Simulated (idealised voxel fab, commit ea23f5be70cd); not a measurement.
A process module follows: voxel lift off.
The cross-section on display is named cut; it measures 250 nm wide, and its cells are 5 nm squares.
In what follows, cross-sections appear as grids of square cells, described through bands that run from the top down, where every band is one or more rows of cells. Basically the band line says how high the top is and how high the bottom is, in nm, and then what's in it from left to right, every material with its width in nm. Empty space shows up as "blank", and if a single material carries "everywhere" it runs the full band edge to edge. All heights in this document are referenced to 0, defined as the level beneath which the wafer, as received, consists entirely of one material. The lowest band is not bounded below; it extends indefinitely downward and is written in the form "top 0, no bottom". With a width like "30->40", each row of cells in the band differs from the next by the same amount, the top row carrying the first number and the bottom row the second. Key: "no alteration" - step with no changed cell in the cross-section. Closed-off voids of 8+ cells (no open route to the top) go in "Tabulated closed voids", written width x height at distance from the left edge, in nm. Read whatever lies past the settings on a step's line as the simulator's own remark about the step. A step line may carry the setting "overlay nm", which, for steps involving a mask, states the distance by which the mask lay to the right of its intended position; negative values denote displacement to the left.
Below is the list of planned process steps
1. op RECEIVE | material Si
2. op CONFORMAL_DEP | material SiN | thk nm 15
3. op PATTERN | tone open | mask id LINES | material resist | width nm 30 | pitch nm 50 | thk nm 25 | overlay nm 0
4. op DIRECTIONAL_DEP | material Ru | thk nm 15
5. op STRIP | etch materials resist
6. op CONFORMAL_DEP | material SiCN | thk nm 10
Cross-section: wafer on arrival = after step 1
top 0, no bottom  Si everywhere
Tabulated closed voids: none
This is how the wafer looks in cross-section once the module is done, given the starting state and plan above and one mistake in carrying the plan out
top 25, bottom 15  SiCN everywhere
top 15, bottom 0  SiN everywhere
top 0, no bottom  Si everywhere
Tabulated closed voids: none
Misprocessing identified: plan step 4: skipped, not run
